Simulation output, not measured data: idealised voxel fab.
process module | voxel self aligned vias
cross-section cut | 235 nm wide | cells 5 nm
A cross-section is a grid of square cells, given in bands from the top down. A band is one or more rows of cells.
Each band's line starts with the height of the band's top and of its bottom, in nm. Then come its materials from left to right, each with its width in nm. One material with "throughout" fills the band from edge to edge. "air" is empty space.
Height 0 is the level under which the wafer as received is all one material. The lowest band goes on downwards, as in "0 down".
A width such as "30 to 40" changes by the same amount from each row of cells to the next, from the band's top row to its bottom row.
"no change" after a step means that no cell of the cross-section changed.
closed voids: empty space of 8 cells or more with no open way to the top, each as width x height at its distance from the left edge, in nm
after a step's settings: what the simulator itself notes on the step
overlay nm, on a step with a mask: how far to the right of its planned place the mask lay; to the left if negative
plan
1 op RECEIVE | material Si
2 op CONFORMAL_DEP | material SiO2 | thk nm 15
3 op CONFORMAL_DEP | material SiCN | thk nm 5
4 op DIRECTIONAL_DEP | material SiO2 | thk nm 30
5 op MASKED_ETCH | tone open | mask id LINES | width nm 30 | pitch nm 65 | etch materials SiO2 | depth nm 30 | overlay nm 0
6 op CONFORMAL_DEP | material TiN | thk nm 5
7 op FILL_DEP | material Ru | thk nm 10
8 op CMP | height nm 50
9 op SELECTIVE_ETCH | etch materials W Ru TiN | depth nm 5
10 op FILL_DEP | material SiN | thk nm 5
11 op CMP | height nm 50
12 op DIRECTIONAL_DEP | material SiO2 | thk nm 20
13 op DIRECTIONAL_DEP | material aC | thk nm 10
14 op PATTERN | tone open | mask id VIAS | material resist | width nm 40 | pitch nm 65 | thk nm 25 | overlay nm 0
15 op DIRECTIONAL_ETCH | etch materials aC | depth nm 10
16 op STRIP | etch materials resist
17 op DIRECTIONAL_ETCH | etch materials SiO2 | depth nm 20
18 op DIRECTIONAL_ETCH | etch materials SiN | depth nm 5
19 op STRIP | etch materials aC
20 op CONFORMAL_DEP | material TiN | thk nm 5
21 op FILL_DEP | material W | thk nm 5
22 op CMP | height nm 70
23 op CONFORMAL_DEP | material SiN | thk nm 5
as received, after step 1
  0 down: Si throughout
  closed voids: none
a wafer at the end: this start, this plan, one mistake
  75 to 70: SiN throughout
  70 to 55: SiO2 65 | TiN 5 | W 30 | TiN 5 | SiO2 25 | TiN 5 | W 30 | TiN 5 | SiO2 65
  55 to 50: SiO2 65 | TiN 10 | W 20 | TiN 10 | SiO2 25 | TiN 10 | W 20 | TiN 10 | SiO2 65
  50 to 45: SiO2 70 | TiN 30 | SiO2 35 | TiN 30 | SiO2 70
  45 to 25: SiO2 70 | TiN 5 | Ru 20 | TiN 5 | SiO2 35 | TiN 5 | Ru 20 | TiN 5 | SiO2 70
  25 to 20: SiO2 70 | TiN 30 | SiO2 35 | TiN 30 | SiO2 70
  20 to 5: SiO2 throughout
  5 to 0: SiCN throughout
  0 down: Si throughout
  closed voids: none
what went wrong: steps 2 and 3 were swapped
